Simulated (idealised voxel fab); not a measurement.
The name of this process module is voxel gate over fins.
This is section cut - it's 210 nm across, gridded in 5 nm square cells.
Think of the cross-section as a grid of square cells. We describe it in bands, top to bottom, and each band covers one or more rows of those cells.
For a band, the entry starts with two heights in nm, that of the top and then that of the bottom, and carries on with the band's materials in order from left to right, each alongside its width in nm; the word "everywhere" beside a single material means it fills the band edge to edge, and "blank" means empty space.
Measure heights from 0. That's the level where, below it, the as-received wafer is all one material. The lowest band is bottomless and extends downward; write it as in "from 0 down".
Read "30 to 40" as a graded width: first number on top, second number at the bottom, same change between each pair of neighbouring rows.
The cross-section has no changed cell in any step marked "no alteration".
The entry "Fully sealed voids" lists the empty spaces that cover at least 8 cells and have no open path to the top. Each is written as width x height at distance, where the distance is measured from the left edge and all three values are in nm.
On a step's line, text after the settings is the simulator commenting on that step.
What "overlay nm" on a step's line means: if the step has a mask, that mask lay this far to the right of its planned place, or, when the value is negative, to the left.

HERE'S WHAT THE PLANNED PROCESS STEPS LOOK LIKE
step 1: RECEIVE [material Si]
step 2: CONFORMAL_DEP [material SiN] [thk nm 10]
step 3: DIRECTIONAL_DEP [material aC] [thk nm 15]
step 4: PATTERN [tone cover] [mask id FINS] [material resist] [width nm 15] [pitch nm 45] [thk nm 35] [overlay nm 0]
step 5: DIRECTIONAL_ETCH [etch materials aC] [depth nm 15]
step 6: STRIP [etch materials resist]
step 7: DIRECTIONAL_ETCH [etch materials SiN] [depth nm 10]
step 8: DIRECTIONAL_ETCH [etch materials Si] [depth nm 35]
step 9: STRIP [etch materials aC]
step 10: FILL_DEP [material SiO2] [thk nm 15]
step 11: CMP [height nm 10]
step 12: SELECTIVE_ETCH [etch materials SiO2] [depth nm 25]
step 13: STRIP [etch materials SiN]
step 14: CONFORMAL_DEP [material HfO2] [thk nm 5]
step 15: CONFORMAL_DEP [material TiN] [thk nm 5]
step 16: CONFORMAL_DEP [material TiAl] [thk nm 5]
step 17: CONFORMAL_DEP [material TiN] [thk nm 5]
step 18: FILL_DEP [material W] [thk nm 10]
step 19: CMP [height nm 25]
step 20: CONFORMAL_DEP [material SiCN] [thk nm 5]

AS-RECEIVED STATE OF THE WAFER IN CROSS-SECTION, EQUIVALENT TO POST-STEP 1
	from 0 down  Si everywhere
	Fully sealed voids: none

THE PLAN ABOVE WAS CARRIED OUT ON THE STARTING STRUCTURE ABOVE WITH ONE MISTAKE, AND THIS CROSS-SECTION SHOWS THE WAFER AT THE END OF THE MODULE
	from 30 to 25  SiCN everywhere
	from 25 to 20  W everywhere
	from 20 to 15  W=30 / SiCN=145 / W=35
	from 15 to 10  W=30 / SiCN=5 / TiAl=135 / SiCN=5 / W=35
	from 10 to 5  W=30 / SiCN=5 / TiAl=5 / TiN=35 / TiAl=10 / TiN=35 / TiAl=10 / TiN=35 / TiAl=5 / SiCN=5 / W=35
	from 5 to 0  SiCN=35 / TiAl=5 / TiN=5 / HfO2=25 / TiN=5 / TiAl=10 / TiN=5 / HfO2=25 / TiN=5 / TiAl=10 / TiN=5 / HfO2=25 / TiN=5 / TiAl=5 / SiCN=40
	from 0 to -5  TiAl=40 / TiN=5 / HfO2=5 / Si=15 / HfO2=5 / TiN=5 / TiAl=10 / TiN=5 / HfO2=5 / Si=15 / HfO2=5 / TiN=5 / TiAl=10 / TiN=5 / HfO2=5 / Si=15 / HfO2=5 / TiN=5 / TiAl=45
	from -5 to -10  TiN=45 / HfO2=5 / Si=15 / HfO2=5 / TiN=20 / HfO2=5 / Si=15 / HfO2=5 / TiN=20 / HfO2=5 / Si=15 / HfO2=5 / TiN=50
	from -10 to -15  HfO2=50 / Si=15 / HfO2=30 / Si=15 / HfO2=30 / Si=15 / HfO2=55
	from -15 to -35  SiO2=50 / Si=15 / SiO2=30 / Si=15 / SiO2=30 / Si=15 / SiO2=55
	from -35 down  Si everywhere
	Fully sealed voids: none
Nonconformance to the process plan: contrary to plan, step 17 was performed as CONFORMAL_DEP [material SiCN] [thk nm 5]
